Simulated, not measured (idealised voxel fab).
Module name: voxel capacitor over wiring (process module)
Cross-section cut spans 225 nm and uses square cells 5 nm in size.
Cross-section, as written here: a square-cell grid given band by band from the top down, where a band holds one or more rows of cells. The entry gives the band's vertical extent as a top height and a bottom height in nm, then its horizontal make-up as materials from left to right, each with a width in nm. "blank" stands for empty space; a single material marked "throughout" fills the band edge to edge. Height datum 0, below which the as-received substrate wafer is one material. Lowest band open at the bottom, running downward: "0 and below". Read "30->40" as a graded width: first number on top, second number at the bottom, same change between each pair of neighbouring rows. What does "left unchanged" mean for a step? It means no cell of the cross-section changed in that step. In "Closed void listing" the enclosed voids are listed, meaning empty spaces of 8 cells or larger without any opening to the top. The form is width x height at distance, distance from the left edge, units nm. What comes after the settings on a step's line is commentary from the simulator itself on that step. What "overlay nm" on a step's line means: if the step has a mask, that mask lay this far to the right of its planned place, or, when the value is negative, to the left.

Planned step list for the process:
1: RECEIVE | material Si
2: CONFORMAL_DEP | material SiO2 | thk nm 10
3: DIRECTIONAL_DEP | material TiN | thk nm 5
4: DIRECTIONAL_DEP | material Ru | thk nm 20
5: PATTERN | tone cover | mask id METAL_1 | material resist | width nm 20 | pitch nm 80 | thk nm 15 | overlay nm 0
6: DIRECTIONAL_ETCH | etch materials Ru | depth nm 20
7: DIRECTIONAL_ETCH | etch materials TiN | depth nm 5
8: STRIP | etch materials resist
9: FILL_DEP | material lowk | thk nm 10
10: CMP | height nm 35
11: CONFORMAL_DEP | material SiCN | thk nm 5
12: DIRECTIONAL_DEP | material lowk | thk nm 20
13: DIRECTIONAL_DEP | material aC | thk nm 15
14: PATTERN | tone open | mask id PLUG_1 | material resist | width nm 15 | thk nm 35 | overlay nm 0
15: DIRECTIONAL_ETCH | etch materials aC | depth nm 15
16: STRIP | etch materials resist
17: DIRECTIONAL_ETCH | etch materials lowk | depth nm 20
18: DIRECTIONAL_ETCH | etch materials SiCN | depth nm 5
19: STRIP | etch materials aC
20: CONFORMAL_DEP | material TiN | thk nm 5
21: FILL_DEP | material W | thk nm 10
22: CMP | height nm 60
23: DIRECTIONAL_DEP | material TiN | thk nm 5
24: DIRECTIONAL_DEP | material Al2O3 | thk nm 5
25: DIRECTIONAL_DEP | material TiN | thk nm 5
26: MASKED_ETCH | tone cover | mask id UPPER_PLATE | width nm 65 | etch materials TiN | depth nm 5 | overlay nm 0
27: MASKED_ETCH | tone cover | mask id UPPER_PLATE | width nm 65 | etch materials Al2O3 | depth nm 5 | overlay nm 0
28: DIRECTIONAL_DEP | material aC | thk nm 15
29: PATTERN | tone cover | mask id LOWER_PLATE | material resist | width nm 75 | thk nm 30 | overlay nm 0
30: DIRECTIONAL_ETCH | etch materials aC | depth nm 15
31: STRIP | etch materials resist
32: DIRECTIONAL_ETCH | etch materials TiN | depth nm 5
33: STRIP | etch materials aC
34: FILL_DEP | material SiO2 | thk nm 20
35: CMP | height nm 90
36: DIRECTIONAL_DEP | material aC | thk nm 10
37: PATTERN | tone open | mask id PLUG_2 | material resist | width nm 15 | thk nm 30 | overlay nm 0
38: DIRECTIONAL_ETCH | etch materials aC | depth nm 10
39: STRIP | etch materials resist
40: DIRECTIONAL_ETCH | etch materials SiO2 | depth nm 15
41: STRIP | etch materials aC
42: CONFORMAL_DEP | material TiN | thk nm 5
43: FILL_DEP | material Cu | thk nm 5
44: CMP | height nm 90
45: CONFORMAL_DEP | material SiCN | thk nm 5

First wafer of two (run as planned):

Wafer cross-section on receipt, i.e. after step 1:
* 0 and below  Si throughout
* Closed void listing: none

Cross-section of the wafer subsequent to step 2:
* 10 down to 0  SiO2 throughout
* Everything under 0 stays put, no change at all.

Cross-section of the wafer subsequent to step 3:
* 15 down to 10  TiN throughout
* Everything under 10 stays put, no change at all.

Cross-section of the wafer subsequent to step 4:
* 35 down to 15  Ru throughout
* Everything under 15 stays put, no change at all.

Cross-section of the wafer subsequent to step 5:
* 50 down to 35  blank: 60  resist: 20  blank: 60  resist: 20  blank: 65
* Everything under 35 stays put, no change at all.

Cross-section of the wafer subsequent to step 6:
* 50 down to 35  blank: 60  resist: 20  blank: 60  resist: 20  blank: 65
* 35 down to 15  blank: 60  Ru: 20  blank: 60  Ru: 20  blank: 65
* Everything under 15 stays put, no change at all.

Cross-section of the wafer subsequent to step 7:
* 50 down to 35  blank: 60  resist: 20  blank: 60  resist: 20  blank: 65
* 35 down to 15  blank: 60  Ru: 20  blank: 60  Ru: 20  blank: 65
* 15 down to 10  blank: 60  TiN: 20  blank: 60  TiN: 20  blank: 65
* Everything under 10 stays put, no change at all.

Cross-section of the wafer subsequent to step 8:
* 35 down to 15  blank: 60  Ru: 20  blank: 60  Ru: 20  blank: 65
* Everything under 15 stays put, no change at all.

Cross-section of the wafer subsequent to step 9:
* 45 down to 35  lowk throughout
* 35 down to 15  lowk: 60  Ru: 20  lowk: 60  Ru: 20  lowk: 65
* 15 down to 10  lowk: 60  TiN: 20  lowk: 60  TiN: 20  lowk: 65
* Everything under 10 stays put, no change at all.

Cross-section of the wafer subsequent to step 10:
* 35 down to 15  lowk: 60  Ru: 20  lowk: 60  Ru: 20  lowk: 65
* Everything under 15 stays put, no change at all.

Cross-section of the wafer subsequent to step 11:
* 40 down to 35  SiCN throughout
* Everything under 35 stays put, no change at all.

Cross-section of the wafer subsequent to step 12:
* 60 down to 40  lowk throughout
* Everything under 40 stays put, no change at all.

Cross-section of the wafer subsequent to step 13:
* 75 down to 60  aC throughout
* Everything under 60 stays put, no change at all.

Cross-section of the wafer subsequent to step 14:
* 110 down to 75  resist: 65  blank: 15  resist: 145
* Everything under 75 stays put, no change at all.

Cross-section of the wafer subsequent to step 15:
* 95 down to 75  resist: 65  blank: 15  resist: 145
* 75 down to 60  aC: 65  blank: 15  aC: 145
* Everything under 60 stays put, no change at all.

Cross-section of the wafer subsequent to step 16:
* 75 down to 60  aC: 65  blank: 15  aC: 145
* Everything under 60 stays put, no change at all.

Cross-section of the wafer subsequent to step 17:
* 75 down to 60  aC: 65  blank: 15  aC: 145
* 60 down to 40  lowk: 65  blank: 15  lowk: 145
* Everything under 40 stays put, no change at all.

Cross-section of the wafer subsequent to step 18:
* 75 down to 60  aC: 65  blank: 15  aC: 145
* 60 down to 40  lowk: 65  blank: 15  lowk: 145
* 40 down to 35  SiCN: 65  blank: 15  SiCN: 145
* Everything under 35 stays put, no change at all.

Cross-section of the wafer subsequent to step 19:
* 60 down to 40  lowk: 65  blank: 15  lowk: 145
* Everything under 40 stays put, no change at all.

Cross-section of the wafer subsequent to step 20:
* 65 down to 60  TiN: 70  blank: 5  TiN: 150
* 60 down to 40  lowk: 65  TiN: 5  blank: 5  TiN: 5  lowk: 145
* 40 down to 35  SiCN: 65  TiN: 15  SiCN: 145
* Everything under 35 stays put, no change at all.

Cross-section of the wafer subsequent to step 21:
* 75 down to 65  W throughout
* 65 down to 60  TiN: 70  W: 5  TiN: 150
* 60 down to 40  lowk: 65  TiN: 5  W: 5  TiN: 5  lowk: 145
* Everything under 40 stays put, no change at all.

Cross-section of the wafer subsequent to step 22:
* 60 down to 40  lowk: 65  TiN: 5  W: 5  TiN: 5  lowk: 145
* Everything under 40 stays put, no change at all.

Cross-section of the wafer subsequent to step 23:
* 65 down to 60  TiN throughout
* Everything under 60 stays put, no change at all.

Cross-section of the wafer subsequent to step 24:
* 70 down to 65  Al2O3 throughout
* Everything under 65 stays put, no change at all.

Cross-section of the wafer subsequent to step 25:
* 75 down to 70  TiN throughout
* Everything under 70 stays put, no change at all.

Cross-section of the wafer subsequent to step 26:
* 75 down to 70  blank: 65  TiN: 65  blank: 95
* Everything under 70 stays put, no change at all.

Cross-section of the wafer subsequent to step 27:
* 75 down to 70  blank: 65  TiN: 65  blank: 95
* 70 down to 65  blank: 65  Al2O3: 65  blank: 95
* Everything under 65 stays put, no change at all.

Cross-section of the wafer subsequent to step 28:
* 90 down to 80  blank: 65  aC: 65  blank: 95
* 80 down to 75  aC throughout
* 75 down to 70  aC: 65  TiN: 65  aC: 95
* 70 down to 65  aC: 65  Al2O3: 65  aC: 95
* Everything under 65 stays put, no change at all.

Cross-section of the wafer subsequent to step 29:
* 120 down to 90  blank: 60  resist: 75  blank: 90
* 90 down to 80  blank: 60  resist: 5  aC: 65  resist: 5  blank: 90
* Everything under 80 stays put, no change at all.

Cross-section of the wafer subsequent to step 30:
* 105 down to 90  blank: 60  resist: 75  blank: 90
* 90 down to 80  blank: 60  resist: 5  aC: 65  resist: 5  blank: 90
* 80 down to 75  blank: 60  aC: 75  blank: 90
* 75 down to 70  blank: 60  aC: 5  TiN: 65  aC: 5  blank: 90
* 70 down to 65  blank: 60  aC: 5  Al2O3: 65  aC: 5  blank: 90
* Everything under 65 stays put, no change at all.

Cross-section of the wafer subsequent to step 31:
* 90 down to 80  blank: 65  aC: 65  blank: 95
* Everything under 80 stays put, no change at all.

Cross-section of the wafer subsequent to step 32:
* 90 down to 80  blank: 65  aC: 65  blank: 95
* 80 down to 75  blank: 60  aC: 75  blank: 90
* 75 down to 70  blank: 60  aC: 5  TiN: 65  aC: 5  blank: 90
* 70 down to 65  blank: 60  aC: 5  Al2O3: 65  aC: 5  blank: 90
* 65 down to 60  blank: 60  TiN: 75  blank: 90
* Everything under 60 stays put, no change at all.

Cross-section of the wafer subsequent to step 33:
* 75 down to 70  blank: 65  TiN: 65  blank: 95
* 70 down to 65  blank: 65  Al2O3: 65  blank: 95
* Everything under 65 stays put, no change at all.

Cross-section of the wafer subsequent to step 34:
* 95 down to 75  SiO2 throughout
* 75 down to 70  SiO2: 65  TiN: 65  SiO2: 95
* 70 down to 65  SiO2: 65  Al2O3: 65  SiO2: 95
* 65 down to 60  SiO2: 60  TiN: 75  SiO2: 90
* Everything under 60 stays put, no change at all.

Cross-section of the wafer subsequent to step 35:
* 90 down to 75  SiO2 throughout
* Everything under 75 stays put, no change at all.

Cross-section of the wafer subsequent to step 36:
* 100 down to 90  aC throughout
* Everything under 90 stays put, no change at all.

Cross-section of the wafer subsequent to step 37:
* 130 down to 100  resist: 75  blank: 15  resist: 135
* Everything under 100 stays put, no change at all.

Cross-section of the wafer subsequent to step 38:
* 120 down to 100  resist: 75  blank: 15  resist: 135
* 100 down to 90  aC: 75  blank: 15  aC: 135
* Everything under 90 stays put, no change at all.

Cross-section of the wafer subsequent to step 39:
* 100 down to 90  aC: 75  blank: 15  aC: 135
* Everything under 90 stays put, no change at all.

Cross-section of the wafer subsequent to step 40:
* 100 down to 90  aC: 75  blank: 15  aC: 135
* 90 down to 75  SiO2: 75  blank: 15  SiO2: 135
* Everything under 75 stays put, no change at all.

Cross-section of the wafer subsequent to step 41:
* 90 down to 75  SiO2: 75  blank: 15  SiO2: 135
* Everything under 75 stays put, no change at all.

Cross-section of the wafer subsequent to step 42:
* 95 down to 90  TiN: 80  blank: 5  TiN: 140
* 90 down to 80  SiO2: 75  TiN: 5  blank: 5  TiN: 5  SiO2: 135
* 80 down to 70  SiO2: 75->65  TiN: 15->65  SiO2: 135->95
* Everything under 70 stays put, no change at all.

Cross-section of the wafer subsequent to step 43:
* 100 down to 95  Cu throughout
* 95 down to 90  TiN: 80  Cu: 5  TiN: 140
* 90 down to 80  SiO2: 75  TiN: 5  Cu: 5  TiN: 5  SiO2: 135
* Everything under 80 stays put, no change at all.

Cross-section of the wafer subsequent to step 44:
* 90 down to 80  SiO2: 75  TiN: 5  Cu: 5  TiN: 5  SiO2: 135
* Everything under 80 stays put, no change at all.

Cross-section of the wafer subsequent to step 45:
* 95 down to 90  SiCN throughout
* Everything under 90 stays put, no change at all.

Second wafer, same starting conditions and recipe as the first, one mistake in executing it, nothing differs from the first up to and including step 25:

Cross-section: second wafer, time at which step 26 was scheduled to end:
* 75 down to 70  TiN: 65  blank: 65  TiN: 95
* Everything under 70 stays put, no change at all.

Cross-section: second wafer, time at which step 27 was scheduled to end: left unchanged

Cross-section: second wafer, time at which step 28 was scheduled to end:
* 90 down to 85  aC: 65  blank: 65  aC: 95
* 85 down to 75  aC throughout
* 75 down to 70  TiN: 65  aC: 65  TiN: 95
* Everything under 70 stays put, no change at all.

Cross-section: second wafer, time at which step 29 was scheduled to end:
* 120 down to 90  blank: 60  resist: 75  blank: 90
* 90 down to 85  aC: 65  resist: 65  aC: 95
* Everything under 85 stays put, no change at all.

Cross-section: second wafer, time at which step 30 was scheduled to end:
* 105 down to 90  blank: 60  resist: 75  blank: 90
* 90 down to 85  blank: 60  aC: 5  resist: 65  aC: 5  blank: 90
* 85 down to 75  blank: 60  aC: 75  blank: 90
* Everything under 75 stays put, no change at all.

Cross-section: second wafer, time at which step 31 was scheduled to end:
* 90 down to 85  blank: 60  aC: 5  blank: 65  aC: 5  blank: 90
* Everything under 85 stays put, no change at all.

Cross-section: second wafer, time at which step 32 was scheduled to end:
* 90 down to 85  blank: 60  aC: 5  blank: 65  aC: 5  blank: 90
* 85 down to 75  blank: 60  aC: 75  blank: 90
* 75 down to 70  blank: 60  TiN: 5  aC: 65  TiN: 5  blank: 90
* Everything under 70 stays put, no change at all.

Cross-section: second wafer, time at which step 33 was scheduled to end:
* 75 down to 70  blank: 60  TiN: 5  blank: 65  TiN: 5  blank: 90
* Everything under 70 stays put, no change at all.

Cross-section: second wafer, time at which step 34 was scheduled to end:
* 95 down to 75  SiO2 throughout
* 75 down to 70  SiO2: 60  TiN: 5  SiO2: 65  TiN: 5  SiO2: 90
* Everything under 70 stays put, no change at all.

Cross-section: second wafer, time at which step 35 was scheduled to end:
* 90 down to 75  SiO2 throughout
* Everything under 75 stays put, no change at all.

Cross-section: second wafer, time at which step 36 was scheduled to end:
* 100 down to 90  aC throughout
* Everything under 90 stays put, no change at all.

Cross-section: second wafer, time at which step 37 was scheduled to end:
* 130 down to 100  resist: 75  blank: 15  resist: 135
* Everything under 100 stays put, no change at all.

Cross-section: second wafer, time at which step 38 was scheduled to end:
* 120 down to 100  resist: 75  blank: 15  resist: 135
* 100 down to 90  aC: 75  blank: 15  aC: 135
* Everything under 90 stays put, no change at all.

Cross-section: second wafer, time at which step 39 was scheduled to end:
* 100 down to 90  aC: 75  blank: 15  aC: 135
* Everything under 90 stays put, no change at all.

Cross-section: second wafer, time at which step 40 was scheduled to end:
* 100 down to 90  aC: 75  blank: 15  aC: 135
* 90 down to 75  SiO2: 75  blank: 15  SiO2: 135
* Everything under 75 stays put, no change at all.

Cross-section: second wafer, time at which step 41 was scheduled to end:
* 90 down to 75  SiO2: 75  blank: 15  SiO2: 135
* Everything under 75 stays put, no change at all.

Cross-section: second wafer, time at which step 42 was scheduled to end:
* 95 down to 90  TiN: 80  blank: 5  TiN: 140
* 90 down to 80  SiO2: 75  TiN: 5  blank: 5  TiN: 5  SiO2: 135
* 80 down to 75  SiO2: 75  TiN: 15  SiO2: 135
* Everything under 75 stays put, no change at all.

Cross-section: second wafer, time at which step 43 was scheduled to end:
* 100 down to 95  Cu throughout
* 95 down to 90  TiN: 80  Cu: 5  TiN: 140
* 90 down to 80  SiO2: 75  TiN: 5  Cu: 5  TiN: 5  SiO2: 135
* Everything under 80 stays put, no change at all.

Cross-section: second wafer, time at which step 44 was scheduled to end:
* 90 down to 80  SiO2: 75  TiN: 5  Cu: 5  TiN: 5  SiO2: 135
* Everything under 80 stays put, no change at all.

Cross-section: second wafer, time at which step 45 was scheduled to end:
* 95 down to 90  SiCN throughout
* Everything under 90 stays put, no change at all.
The plan and the run diverged here: planned and actual differ for step 26; actual: MASKED_ETCH | tone open | mask id UPPER_PLATE | width nm 65 | etch materials TiN | depth nm 5 | overlay nm 0
It is noted that, at the conclusion of processing, the second wafer exhibits a higher or lower cell count for certain materials relative to the first: Al2O3: 32 more | SiO2: 51 fewer | TiN: 19 more
